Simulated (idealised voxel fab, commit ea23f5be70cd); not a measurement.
process module | voxel transistor to metal
cross-section cut | 165 nm wide | cells 5 nm
A cross-section is a grid of square cells, given in bands from the top down. A band is one or more rows of cells.
Each band's line starts with the height of the band's top and of its bottom, in nm. Then come its materials from left to right, each with its width in nm. One material with "throughout" fills the band from edge to edge. "air" is empty space.
Height 0 is the level under which the wafer as received is all one material. The lowest band goes on downwards, as in "0 down".
A width such as "30 to 40" changes by the same amount from each row of cells to the next, from the band's top row to its bottom row.
"no change" after a step means that no cell of the cross-section changed.
closed voids: empty space of 8 cells or more with no open way to the top, each as width x height at its distance from the left edge, in nm
after a step's settings: what the simulator itself notes on the step
overlay nm, on a step with a mask: how far to the right of its planned place the mask lay; to the left if negative
plan
1 op RECEIVE | material Si
2 op CONFORMAL_DEP | material SiO2 | thk nm 5
3 op CONFORMAL_DEP | material SiN | thk nm 10
4 op PATTERN | tone cover | mask id ACTIVE | material resist | width nm 115 | thk nm 20 | overlay nm 0
5 op DIRECTIONAL_ETCH | etch materials SiN | depth nm 10
6 op DIRECTIONAL_ETCH | etch materials SiO2 | depth nm 5
7 op DIRECTIONAL_ETCH | etch materials Si | depth nm 25
8 op STRIP | etch materials resist
9 op FILL_DEP | material SiO2 | thk nm 10
10 op CMP | height nm 15
11 op SELECTIVE_ETCH | etch materials SiO2 | depth nm 10
12 op STRIP | etch materials SiN
13 op SELECTIVE_ETCH | etch materials SiO2 | depth nm 5
14 op OXIDIZE | depth nm 5
15 op DIRECTIONAL_DEP | material polySi | thk nm 25
16 op DIRECTIONAL_DEP | material SiCN | thk nm 15
17 op MASKED_ETCH | tone cover | mask id GATE | width nm 25 | etch materials SiCN | depth nm 25 | overlay nm 0
18 op MASKED_ETCH | tone cover | mask id GATE | width nm 25 | etch materials polySi | depth nm 35 | overlay nm 0
19 op CONFORMAL_DEP | material SiN | thk nm 10
20 op DIRECTIONAL_ETCH | etch materials SiN | depth nm 10
21 op DIRECTIONAL_ETCH | etch materials SiO2 | depth nm 5
22 op DIRECTIONAL_ETCH | etch materials Si | depth nm 15
23 op EPI | material nSi | thk nm 20
24 op FILL_DEP | material SiO2 | thk nm 5
25 op CMP | height nm 25
26 op STRIP | etch materials polySi
27 op SELECTIVE_ETCH | etch materials SiO2 | depth nm 5
28 op CONFORMAL_DEP | material HfO2 | thk nm 5
29 op CONFORMAL_DEP | material TiN | thk nm 5
30 op FILL_DEP | material W | thk nm 5
31 op CMP | height nm 20
32 op DIRECTIONAL_DEP | material SiO2 | thk nm 10
33 op PATTERN | tone open | mask id CONTACT | material resist | width nm 20 | pitch nm 75 | thk nm 20 | overlay nm 0
34 op DIRECTIONAL_ETCH | etch materials SiO2 | depth nm 30
35 op STRIP | etch materials resist
36 op CONFORMAL_DEP | material TiN | thk nm 5
37 op FILL_DEP | material W | thk nm 5
38 op CMP | height nm 30
39 op CONFORMAL_DEP | material SiCN | thk nm 5
40 op DIRECTIONAL_DEP | material lowk | thk nm 20
41 op DIRECTIONAL_DEP | material aC | thk nm 15
42 op PATTERN | tone open | mask id METAL_1 | material resist | width nm 20 | pitch nm 75 | thk nm 30 | overlay nm 0
43 op DIRECTIONAL_ETCH | etch materials aC | depth nm 15
44 op STRIP | etch materials resist
45 op DIRECTIONAL_ETCH | etch materials lowk | depth nm 20
46 op DIRECTIONAL_ETCH | etch materials SiCN | depth nm 5
47 op STRIP | etch materials aC
48 op CONFORMAL_DEP | material TiN | thk nm 5
49 op FILL_DEP | material Cu | thk nm 5
50 op CMP | height nm 55
51 op EPI | material Ru | thk nm 5
52 op FILL_DEP | material SiCN | thk nm 5
53 op DIRECTIONAL_DEP | material lowk | thk nm 30
54 op MASKED_ETCH | tone open | mask id METAL_2 | width nm 20 | pitch nm 75 | etch materials lowk | depth nm 15 | overlay nm 0
55 op MASKED_ETCH | tone open | mask id METAL_2_HOLES | width nm 15 | pitch nm 75 | etch materials lowk | depth nm 15 | overlay nm 0
56 op MASKED_ETCH | tone open | mask id METAL_2_HOLES | width nm 15 | pitch nm 75 | etch materials SiCN | depth nm 5 | overlay nm 0
57 op CONFORMAL_DEP | material TiN | thk nm 5
58 op FILL_DEP | material Cu | thk nm 5
59 op CMP | height nm 95
60 op CONFORMAL_DEP | material SiCN | thk nm 5
first wafer, as planned
as received, after step 1
  0 down: Si throughout
  closed voids: none
after step 2
  5 to 0: SiO2 throughout
  below 0: unchanged
after step 3
  15 to 5: SiN throughout
  below 5: unchanged
after step 4
  35 to 15: air 25 | resist 115 | air 25
  below 15: unchanged
after step 5
  35 to 15: air 25 | resist 115 | air 25
  15 to 5: air 25 | SiN 115 | air 25
  below 5: unchanged
after step 6
  35 to 15: air 25 | resist 115 | air 25
  15 to 5: air 25 | SiN 115 | air 25
  5 to 0: air 25 | SiO2 115 | air 25
  below 0: unchanged
after step 7
  35 to 15: air 25 | resist 115 | air 25
  15 to 5: air 25 | SiN 115 | air 25
  5 to 0: air 25 | SiO2 115 | air 25
  0 to -25: air 25 | Si 115 | air 25
  below -25: unchanged
after step 8
  15 to 5: air 25 | SiN 115 | air 25
  below 5: unchanged
after step 9
  25 to 15: SiO2 throughout
  15 to 5: SiO2 25 | SiN 115 | SiO2 25
  5 to 0: SiO2 throughout
  0 to -25: SiO2 25 | Si 115 | SiO2 25
  below -25: unchanged
after step 10
  15 to 5: SiO2 25 | SiN 115 | SiO2 25
  below 5: unchanged
after step 11
  15 to 5: air 25 | SiN 115 | air 25
  below 5: unchanged
after step 12
  5 to 0: SiO2 throughout
  below 0: unchanged
after step 13
  0 to -25: SiO2 25 | Si 115 | SiO2 25
  below -25: unchanged
after step 14
  0 to -5: SiO2 throughout
  below -5: unchanged
after step 15
  25 to 0: polySi throughout
  below 0: unchanged
after step 16
  40 to 25: SiCN throughout
  below 25: unchanged
after step 17
  40 to 25: air 70 | SiCN 25 | air 70
  below 25: unchanged
after step 18
  40 to 25: air 70 | SiCN 25 | air 70
  25 to 0: air 70 | polySi 25 | air 70
  below 0: unchanged
after step 19
  50 to 40: air 60 | SiN 45 | air 60
  40 to 25: air 60 | SiN 10 | SiCN 25 | SiN 10 | air 60
  25 to 10: air 60 | SiN 10 | polySi 25 | SiN 10 | air 60
  10 to 0: SiN 70 | polySi 25 | SiN 70
  below 0: unchanged
after step 20
  40 to 25: air 60 | SiN 10 | SiCN 25 | SiN 10 | air 60
  25 to 0: air 60 | SiN 10 | polySi 25 | SiN 10 | air 60
  below 0: unchanged
after step 21
  40 to 25: air 60 | SiN 10 | SiCN 25 | SiN 10 | air 60
  25 to 0: air 60 | SiN 10 | polySi 25 | SiN 10 | air 60
  0 to -5: air 60 | SiO2 45 | air 60
  below -5: unchanged
after step 22
  40 to 25: air 60 | SiN 10 | SiCN 25 | SiN 10 | air 60
  25 to 0: air 60 | SiN 10 | polySi 25 | SiN 10 | air 60
  0 to -5: air 60 | SiO2 45 | air 60
  -5 to -20: SiO2 25 | air 35 | Si 45 | air 35 | SiO2 25
  below -20: unchanged
after step 23
  40 to 25: air 60 | SiN 10 | SiCN 25 | SiN 10 | air 60
  25 to 15: air 60 | SiN 10 | polySi 25 | SiN 10 | air 60
  15 to 0: air 40 | nSi 20 | SiN 10 | polySi 25 | SiN 10 | nSi 20 | air 40
  0 to -5: air 20 | nSi 40 | SiO2 45 | nSi 40 | air 20
  -5 to -20: SiO2 25 | nSi 35 | Si 45 | nSi 35 | SiO2 25
  below -20: unchanged
after step 24
  45 to 40: SiO2 throughout
  40 to 25: SiO2 60 | SiN 10 | SiCN 25 | SiN 10 | SiO2 60
  25 to 15: SiO2 60 | SiN 10 | polySi 25 | SiN 10 | SiO2 60
  15 to 0: SiO2 40 | nSi 20 | SiN 10 | polySi 25 | SiN 10 | nSi 20 | SiO2 40
  0 to -5: SiO2 20 | nSi 40 | SiO2 45 | nSi 40 | SiO2 20
  below -5: unchanged
after step 25
  25 to 15: SiO2 60 | SiN 10 | polySi 25 | SiN 10 | SiO2 60
  below 15: unchanged
after step 26
  25 to 15: SiO2 60 | SiN 10 | air 25 | SiN 10 | SiO2 60
  15 to 0: SiO2 40 | nSi 20 | SiN 10 | air 25 | SiN 10 | nSi 20 | SiO2 40
  below 0: unchanged
after step 27
  25 to 20: air 60 | SiN 10 | air 25 | SiN 10 | air 60
  20 to 15: SiO2 60 | SiN 10 | air 25 | SiN 10 | SiO2 60
  15 to 0: SiO2 40 | nSi 20 | SiN 10 | air 25 | SiN 10 | nSi 20 | SiO2 40
  0 to -5: SiO2 20 | nSi 40 | SiO2 5 | air 35 | SiO2 5 | nSi 40 | SiO2 20
  below -5: unchanged
after step 28
  30 to 25: air 55 | HfO2 20 | air 15 | HfO2 20 | air 55
  25 to 20: HfO2 60 | SiN 10 | HfO2 5 | air 15 | HfO2 5 | SiN 10 | HfO2 60
  20 to 15: SiO2 60 | SiN 10 | HfO2 5 | air 15 | HfO2 5 | SiN 10 | SiO2 60
  15 to 0: SiO2 40 | nSi 20 | SiN 10 | HfO2 5 | air 15 | HfO2 5 | SiN 10 | nSi 20 | SiO2 40
  0 to -5: SiO2 20 | nSi 40 | SiO2 5 | HfO2 35 | SiO2 5 | nSi 40 | SiO2 20
  below -5: unchanged
after step 29
  35 to 30: air 50 | TiN 30 | air 5 | TiN 30 | air 50
  30 to 25: TiN 55 | HfO2 20 | TiN 5 | air 5 | TiN 5 | HfO2 20 | TiN 55
  25 to 20: HfO2 60 | SiN 10 | HfO2 5 | TiN 5 | air 5 | TiN 5 | HfO2 5 | SiN 10 | HfO2 60
  20 to 15: SiO2 60 | SiN 10 | HfO2 5 | TiN 5 | air 5 | TiN 5 | HfO2 5 | SiN 10 | SiO2 60
  15 to 5: SiO2 40 | nSi 20 | SiN 10 | HfO2 5 | TiN 5 | air 5 | TiN 5 | HfO2 5 | SiN 10 | nSi 20 | SiO2 40
  5 to 0: SiO2 40 | nSi 20 | SiN 10 | HfO2 5 | TiN 15 | HfO2 5 | SiN 10 | nSi 20 | SiO2 40
  below 0: unchanged
after step 30
  40 to 35: W throughout
  35 to 30: W 50 | TiN 30 | W 5 | TiN 30 | W 50
  30 to 25: TiN 55 | HfO2 20 | TiN 5 | W 5 | TiN 5 | HfO2 20 | TiN 55
  25 to 20: HfO2 60 | SiN 10 | HfO2 5 | TiN 5 | W 5 | TiN 5 | HfO2 5 | SiN 10 | HfO2 60
  20 to 15: SiO2 60 | SiN 10 | HfO2 5 | TiN 5 | W 5 | TiN 5 | HfO2 5 | SiN 10 | SiO2 60
  15 to 5: SiO2 40 | nSi 20 | SiN 10 | HfO2 5 | TiN 5 | W 5 | TiN 5 | HfO2 5 | SiN 10 | nSi 20 | SiO2 40
  below 5: unchanged
after step 31
  20 to 15: SiO2 60 | SiN 10 | HfO2 5 | TiN 5 | W 5 | TiN 5 | HfO2 5 | SiN 10 | SiO2 60
  below 15: unchanged
after step 32
  30 to 20: SiO2 throughout
  below 20: unchanged
after step 33
  50 to 30: resist 35 | air 20 | resist 55 | air 20 | resist 35
  below 30: unchanged
after step 34
  50 to 30: resist 35 | air 20 | resist 55 | air 20 | resist 35
  30 to 20: SiO2 35 | air 20 | SiO2 55 | air 20 | SiO2 35
  20 to 15: SiO2 35 | air 20 | SiO2 5 | SiN 10 | HfO2 5 | TiN 5 | W 5 | TiN 5 | HfO2 5 | SiN 10 | SiO2 5 | air 20 | SiO2 35
  15 to 5: SiO2 35 | air 5 | nSi 20 | SiN 10 | HfO2 5 | TiN 5 | W 5 | TiN 5 | HfO2 5 | SiN 10 | nSi 20 | air 5 | SiO2 35
  5 to 0: SiO2 35 | air 5 | nSi 20 | SiN 10 | HfO2 5 | TiN 15 | HfO2 5 | SiN 10 | nSi 20 | air 5 | SiO2 35
  below 0: unchanged
after step 35
  30 to 20: SiO2 35 | air 20 | SiO2 55 | air 20 | SiO2 35
  below 20: unchanged
after step 36
  35 to 30: TiN 40 | air 10 | TiN 65 | air 10 | TiN 40
  30 to 20: SiO2 35 | TiN 5 | air 10 | TiN 5 | SiO2 55 | TiN 5 | air 10 | TiN 5 | SiO2 35
  20 to 15: SiO2 35 | TiN 20 | SiO2 5 | SiN 10 | HfO2 5 | TiN 5 | W 5 | TiN 5 | HfO2 5 | SiN 10 | SiO2 5 | TiN 20 | SiO2 35
  15 to 5: SiO2 35 | TiN 5 | nSi 20 | SiN 10 | HfO2 5 | TiN 5 | W 5 | TiN 5 | HfO2 5 | SiN 10 | nSi 20 | TiN 5 | SiO2 35
  5 to 0: SiO2 35 | TiN 5 | nSi 20 | SiN 10 | HfO2 5 | TiN 15 | HfO2 5 | SiN 10 | nSi 20 | TiN 5 | SiO2 35
  below 0: unchanged
after step 37
  40 to 35: W throughout
  35 to 30: TiN 40 | W 10 | TiN 65 | W 10 | TiN 40
  30 to 20: SiO2 35 | TiN 5 | W 10 | TiN 5 | SiO2 55 | TiN 5 | W 10 | TiN 5 | SiO2 35
  below 20: unchanged
after step 38
  30 to 20: SiO2 35 | TiN 5 | W 10 | TiN 5 | SiO2 55 | TiN 5 | W 10 | TiN 5 | SiO2 35
  below 20: unchanged
after step 39
  35 to 30: SiCN throughout
  below 30: unchanged
after step 40
  55 to 35: lowk throughout
  below 35: unchanged
after step 41
  70 to 55: aC throughout
  below 55: unchanged
after step 42
  100 to 70: resist 35 | air 20 | resist 55 | air 20 | resist 35
  below 70: unchanged
after step 43
  85 to 70: resist 35 | air 20 | resist 55 | air 20 | resist 35
  70 to 55: aC 35 | air 20 | aC 55 | air 20 | aC 35
  below 55: unchanged
after step 44
  70 to 55: aC 35 | air 20 | aC 55 | air 20 | aC 35
  below 55: unchanged
after step 45
  70 to 55: aC 35 | air 20 | aC 55 | air 20 | aC 35
  55 to 35: lowk 35 | air 20 | lowk 55 | air 20 | lowk 35
  below 35: unchanged
after step 46
  70 to 55: aC 35 | air 20 | aC 55 | air 20 | aC 35
  55 to 35: lowk 35 | air 20 | lowk 55 | air 20 | lowk 35
  35 to 30: SiCN 35 | air 20 | SiCN 55 | air 20 | SiCN 35
  below 30: unchanged
after step 47
  55 to 35: lowk 35 | air 20 | lowk 55 | air 20 | lowk 35
  below 35: unchanged
after step 48
  60 to 55: TiN 40 | air 10 | TiN 65 | air 10 | TiN 40
  55 to 35: lowk 35 | TiN 5 | air 10 | TiN 5 | lowk 55 | TiN 5 | air 10 | TiN 5 | lowk 35
  35 to 30: SiCN 35 | TiN 20 | SiCN 55 | TiN 20 | SiCN 35
  below 30: unchanged
after step 49
  65 to 60: Cu throughout
  60 to 55: TiN 40 | Cu 10 | TiN 65 | Cu 10 | TiN 40
  55 to 35: lowk 35 | TiN 5 | Cu 10 | TiN 5 | lowk 55 | TiN 5 | Cu 10 | TiN 5 | lowk 35
  below 35: unchanged
after step 50
  55 to 35: lowk 35 | TiN 5 | Cu 10 | TiN 5 | lowk 55 | TiN 5 | Cu 10 | TiN 5 | lowk 35
  below 35: unchanged
after step 51
  60 to 55: air 30 | Ru 30 | air 45 | Ru 30 | air 30
  below 55: unchanged
after step 52
  65 to 60: SiCN throughout
  60 to 55: SiCN 30 | Ru 30 | SiCN 45 | Ru 30 | SiCN 30
  below 55: unchanged
after step 53
  95 to 65: lowk throughout
  below 65: unchanged
after step 54
  95 to 80: lowk 35 | air 20 | lowk 55 | air 20 | lowk 35
  below 80: unchanged
after step 55
  95 to 80: lowk 35 | air 20 | lowk 55 | air 20 | lowk 35
  80 to 65: lowk 35 | air 15 | lowk 60 | air 15 | lowk 40
  below 65: unchanged
after step 56
  95 to 80: lowk 35 | air 20 | lowk 55 | air 20 | lowk 35
  80 to 65: lowk 35 | air 15 | lowk 60 | air 15 | lowk 40
  65 to 60: SiCN 35 | air 15 | SiCN 60 | air 15 | SiCN 40
  below 60: unchanged
after step 57
  100 to 95: TiN 40 | air 10 | TiN 65 | air 10 | TiN 40
  95 to 85: lowk 35 | TiN 5 | air 10 | TiN 5 | lowk 55 | TiN 5 | air 10 | TiN 5 | lowk 35
  85 to 80: lowk 35 | TiN 5 | air 5 | TiN 10 | lowk 55 | TiN 5 | air 5 | TiN 10 | lowk 35
  80 to 65: lowk 35 | TiN 5 | air 5 | TiN 5 | lowk 60 | TiN 5 | air 5 | TiN 5 | lowk 40
  65 to 60: SiCN 35 | TiN 15 | SiCN 60 | TiN 15 | SiCN 40
  below 60: unchanged
after step 58
  105 to 100: Cu throughout
  100 to 95: TiN 40 | Cu 10 | TiN 65 | Cu 10 | TiN 40
  95 to 85: lowk 35 | TiN 5 | Cu 10 | TiN 5 | lowk 55 | TiN 5 | Cu 10 | TiN 5 | lowk 35
  85 to 80: lowk 35 | TiN 5 | Cu 5 | TiN 10 | lowk 55 | TiN 5 | Cu 5 | TiN 10 | lowk 35
  80 to 65: lowk 35 | TiN 5 | Cu 5 | TiN 5 | lowk 60 | TiN 5 | Cu 5 | TiN 5 | lowk 40
  below 65: unchanged
after step 59
  95 to 85: lowk 35 | TiN 5 | Cu 10 | TiN 5 | lowk 55 | TiN 5 | Cu 10 | TiN 5 | lowk 35
  below 85: unchanged
after step 60
  100 to 95: SiCN throughout
  below 95: unchanged
second wafer: like start, like plan, one mistake. Through step 53 it matches the first wafer
when step 54 should have ended
  95 to 80: lowk 35 | air 25 | lowk 50 | air 25 | lowk 30
  below 80: unchanged
when step 55 should have ended
  95 to 80: lowk 35 | air 25 | lowk 50 | air 25 | lowk 30
  80 to 65: lowk 35 | air 15 | lowk 60 | air 15 | lowk 40
  below 65: unchanged
when step 56 should have ended
  95 to 80: lowk 35 | air 25 | lowk 50 | air 25 | lowk 30
  80 to 65: lowk 35 | air 15 | lowk 60 | air 15 | lowk 40
  65 to 60: SiCN 35 | air 15 | SiCN 60 | air 15 | SiCN 40
  below 60: unchanged
when step 57 should have ended
  100 to 95: TiN 40 | air 15 | TiN 60 | air 15 | TiN 35
  95 to 85: lowk 35 | TiN 5 | air 15 | TiN 5 | lowk 50 | TiN 5 | air 15 | TiN 5 | lowk 30
  85 to 80: lowk 35 | TiN 5 | air 5 | TiN 15 | lowk 50 | TiN 5 | air 5 | TiN 15 | lowk 30
  80 to 65: lowk 35 | TiN 5 | air 5 | TiN 5 | lowk 60 | TiN 5 | air 5 | TiN 5 | lowk 40
  65 to 60: SiCN 35 | TiN 15 | SiCN 60 | TiN 15 | SiCN 40
  below 60: unchanged
when step 58 should have ended
  105 to 100: Cu throughout
  100 to 95: TiN 40 | Cu 15 | TiN 60 | Cu 15 | TiN 35
  95 to 85: lowk 35 | TiN 5 | Cu 15 | TiN 5 | lowk 50 | TiN 5 | Cu 15 | TiN 5 | lowk 30
  85 to 80: lowk 35 | TiN 5 | Cu 5 | TiN 15 | lowk 50 | TiN 5 | Cu 5 | TiN 15 | lowk 30
  80 to 65: lowk 35 | TiN 5 | Cu 5 | TiN 5 | lowk 60 | TiN 5 | Cu 5 | TiN 5 | lowk 40
  below 65: unchanged
when step 59 should have ended
  95 to 85: lowk 35 | TiN 5 | Cu 15 | TiN 5 | lowk 50 | TiN 5 | Cu 15 | TiN 5 | lowk 30
  below 85: unchanged
when step 60 should have ended
  100 to 95: SiCN throughout
  below 95: unchanged
what went wrong: step 54 ran as: op MASKED_ETCH | tone open | mask id METAL_2 | width nm 25 | pitch nm 75 | etch materials lowk | depth nm 15 | overlay nm 0
at the end the second wafer has, in cells: 4 more of Cu | 2 more of TiN | 6 fewer of lowk
